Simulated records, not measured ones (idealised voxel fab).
Process module under the name voxel air gaps
FYI the section here is cut, 190 nm wide, cells are 5 nm squares.
Cross-section, as written here: a square-cell grid given band by band from the top down, where a band holds one or more rows of cells.
Each band's line starts with the height of the band's top and of its bottom, in nm. Then come its materials from left to right, each with its width in nm. One material with "all across" fills the band from edge to edge. "blank" is empty space.
Heights are measured from 0, the level below which the as-received wafer is all one material; the lowest band has no bottom and continues downward, written as in "z 0 and below".
The two numbers in a width such as "30 to 40" mark its ends across the band: the first belongs to the top row of cells, the second to the bottom row, and from each row to the next the width moves by the same amount.
Any step labelled "nothing got changed" changed none of the cells in the cross-section.
"Voids, fully enclosed": sealed empty spaces, 8 cells or more, no open way to top, listed width x height at distance, with distance from the left edge and width, height and distance in nm.
Where a step's line continues beyond its settings, the continuation is a remark by the simulator itself on that step.
Steps that use a mask can have "overlay nm" on their line. It says how far the mask sat to the right of where it was meant to be. Negative means to the left.
## Steps in the process plan
- 1: op RECEIVE | material Si
- 2: op CONFORMAL_DEP | material SiO2 | thk nm 15
- 3: op CONFORMAL_DEP | material SiCN | thk nm 5
- 4: op DIRECTIONAL_DEP | material SiO2 | thk nm 30
- 5: op PATTERN | tone open | mask id LINES | material resist | width nm 15 | pitch nm 45 | thk nm 20 | overlay nm 0
- 6: op DIRECTIONAL_ETCH | etch materials SiO2 | depth nm 30
- 7: op STRIP | etch materials resist
- 8: op CONFORMAL_DEP | material TiN | thk nm 5
- 9: op FILL_DEP | material W | thk nm 5
- 10: op CMP | height nm 50
- 11: op EPI | material Ru | thk nm 10
- 12: op SELECTIVE_ETCH | etch materials SiO2 | depth nm 40
- 13: op CONFORMAL_DEP | material SiCN | thk nm 5
## Step 1 complete: cross-section of the wafer as received
z 0 and below  Si all across
Voids, fully enclosed: none
## The plan above was carried out on the starting structure above with one mistake, and this cross-section shows the wafer at the end of the module
z 65 to 60  20 blank, then 145 SiCN, then 25 blank
z 60 to 50  20 blank, then 5 SiCN, then 135 Ru, then 5 SiCN, then 25 blank
z 50 to 45  20 blank, then 15 SiCN, then 5 TiN, then 15 W, then 5 TiN, then 20 SiO2, then 5 TiN, then 15 W, then 5 TiN, then 20 SiO2, then 5 TiN, then 15 W, then 5 TiN, then 15 SiCN, then 25 blank
z 45 to 25  30 blank, then 5 SiCN, then 5 TiN, then 15 W, then 5 TiN, then 20 SiO2, then 5 TiN, then 15 W, then 5 TiN, then 20 SiO2, then 5 TiN, then 15 W, then 5 TiN, then 5 SiCN, then 35 blank
z 25 to 20  35 SiCN, then 25 TiN, then 20 SiO2, then 25 TiN, then 20 SiO2, then 25 TiN, then 40 SiCN
z 20 to 15  SiCN all across
z 15 to 0  SiO2 all across
z 0 and below  Si all across
Voids, fully enclosed: none
Plan not followed: step 5 did not use the planned setting and instead ran as op PATTERN | tone open | mask id LINES | material resist | width nm 25 | pitch nm 45 | thk nm 20 | overlay nm 0
